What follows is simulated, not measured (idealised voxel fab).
The following process module bears the name voxel trench capacitor.
It is cross-section cut that appears here, measuring 260 nm in width, its square cells being 5 nm in size.
In this document a cross-section is written as a grid of square cells. It is given as a series of bands, listed from the top down, and a band is one or more rows of cells.
Top height, bottom height, nm. Materials left to right, width each, nm. Single material + "everywhere" = fills band edge to edge. "air" = empty.
Heads up on the height convention: 0 is the point under which the incoming wafer is all one material, and the lowest band has no bottom, it just keeps going down, like "0..down".
The expression "30->40" gives the width at the extremes of the band, the first number at its top row of cells and the second at its bottom row, with the width changing by equal amounts from each row to the next in between.
Step marked "no alteration"? Then no cell in the cross-section changed in it.
Empty spaces without an open route to the top, at least 8 cells in extent, make up the entry "Sealed void listing"; each is given as width x height at distance, where the distance is measured from the left edge, and all are in nm.
Where a step's line continues beyond its settings, the continuation is a remark by the simulator itself on that step.
Each step line may optionally specify "overlay nm", which for a step with a mask gives the rightward distance between the mask's planned place and where it lay, a negative value indicating the leftward direction.
## The planned process steps are enumerated hereunder
1 RECEIVE, material Si
2 CONFORMAL_DEP, material SiN, thk nm 5
3 DIRECTIONAL_DEP, material aC, thk nm 15
4 PATTERN, tone open, mask id TRENCH, material resist, width nm 15, pitch nm 40, thk nm 35, overlay nm 0
5 DIRECTIONAL_ETCH, etch materials aC, depth nm 15
6 STRIP, etch materials resist
7 DIRECTIONAL_ETCH, etch materials SiN, depth nm 5
8 DIRECTIONAL_ETCH, etch materials Si, depth nm 40
9 STRIP, etch materials aC
10 CONFORMAL_DEP, material Al2O3, thk nm 5
11 FILL_DEP, material polySi, thk nm 5
12 CMP, height nm 5
## Cross-section of the wafer as it came to us, i.e., already through step 1
> 0..down = Si everywhere
> Sealed void listing: none
## Cross-section at module end, one run error; start and plan unchanged from above
> 5..0 = 80 SiN / 5 Al2O3 / 5 polySi / 5 Al2O3 / 25 SiN / 5 Al2O3 / 5 polySi / 5 Al2O3 / 25 SiN / 5 Al2O3 / 5 polySi / 5 Al2O3 / 85 SiN
> 0..-40 = 80 Si / 5 Al2O3 / 5 polySi / 5 Al2O3 / 25 Si / 5 Al2O3 / 5 polySi / 5 Al2O3 / 25 Si / 5 Al2O3 / 5 polySi / 5 Al2O3 / 85 Si
> -40..-45 = 80 Si / 15 Al2O3 / 25 Si / 15 Al2O3 / 25 Si / 15 Al2O3 / 85 Si
> -45..down = Si everywhere
> Sealed void listing: none
Which mistake was made when the wafer was run? step 8 did not happen as planned, as run it was DIRECTIONAL_ETCH, etch materials Si, depth nm 45
